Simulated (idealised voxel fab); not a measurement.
process module | voxel self aligned contacts
cross-section cut | 240 nm wide | cells 5 nm
A cross-section is a grid of square cells, given in bands from the top down. A band is one or more rows of cells.
Each band's line starts with the height of the band's top and of its bottom, in nm. Then come its materials from left to right, each with its width in nm. One material with "throughout" fills the band from edge to edge. "air" is empty space.
Height 0 is the level under which the wafer as received is all one material. The lowest band goes on downwards, as in "0 down".
A width such as "30 to 40" changes by the same amount from each row of cells to the next, from the band's top row to its bottom row.
"no change" after a step means that no cell of the cross-section changed.
closed voids: empty space of 8 cells or more with no open way to the top, each as width x height at its distance from the left edge, in nm
after a step's settings: what the simulator itself notes on the step
overlay nm, on a step with a mask: how far to the right of its planned place the mask lay; to the left if negative
plan
1 op RECEIVE | material Si
2 op OXIDIZE | depth nm 5
3 op DIRECTIONAL_DEP | material polySi | thk nm 20
4 op DIRECTIONAL_DEP | material SiN | thk nm 20
5 op PATTERN | tone cover | mask id GATE | material resist | width nm 35 | pitch nm 75 | thk nm 20 | overlay nm 0
6 op DIRECTIONAL_ETCH | etch materials SiN | depth nm 20
7 op DIRECTIONAL_ETCH | etch materials polySi | depth nm 20
8 op STRIP | etch materials resist
9 op CONFORMAL_DEP | material SiN | thk nm 10
10 op DIRECTIONAL_ETCH | etch materials SiN | depth nm 10
11 op FILL_DEP | material SiO2 | thk nm 15
12 op CMP | height nm 45
13 op MASKED_ETCH | tone open | mask id CONTACT | width nm 50 | pitch nm 75 | etch materials SiO2 | depth nm 50 | overlay nm -15
14 op CONFORMAL_DEP | material TiN | thk nm 5
15 op FILL_DEP | material W | thk nm 5
16 op CMP | height nm 45
17 op CONFORMAL_DEP | material SiN | thk nm 5
varied across the wafers: overlay nm of step 13. The plan shows the first wafer's value. All wafers start alike
first wafer as received, after step 1
  0 down: Si throughout
  closed voids: none
each wafer at the end: cells of each material gained (+) or lost (-) since it was received, then its closed voids
overlay nm -15 | -48 Si | +228 SiN | +124 SiO2 | +56 TiN | +36 W | +84 polySi | closed voids: none
overlay nm -10 | -48 Si | +228 SiN | +124 SiO2 | +56 TiN | +36 W | +84 polySi | closed voids: none
overlay nm -5 | -48 Si | +228 SiN | +124 SiO2 | +56 TiN | +36 W | +84 polySi | closed voids: none
overlay nm 0 | -48 Si | +228 SiN | +124 SiO2 | +56 TiN | +36 W | +84 polySi | closed voids: none
overlay nm 5 | -48 Si | +228 SiN | +124 SiO2 | +56 TiN | +36 W | +84 polySi | closed voids: none
overlay nm 10 | -48 Si | +228 SiN | +124 SiO2 | +56 TiN | +36 W | +84 polySi | closed voids: none
overlay nm 15 | -48 Si | +228 SiN | +124 SiO2 | +56 TiN | +36 W | +84 polySi | closed voids: none
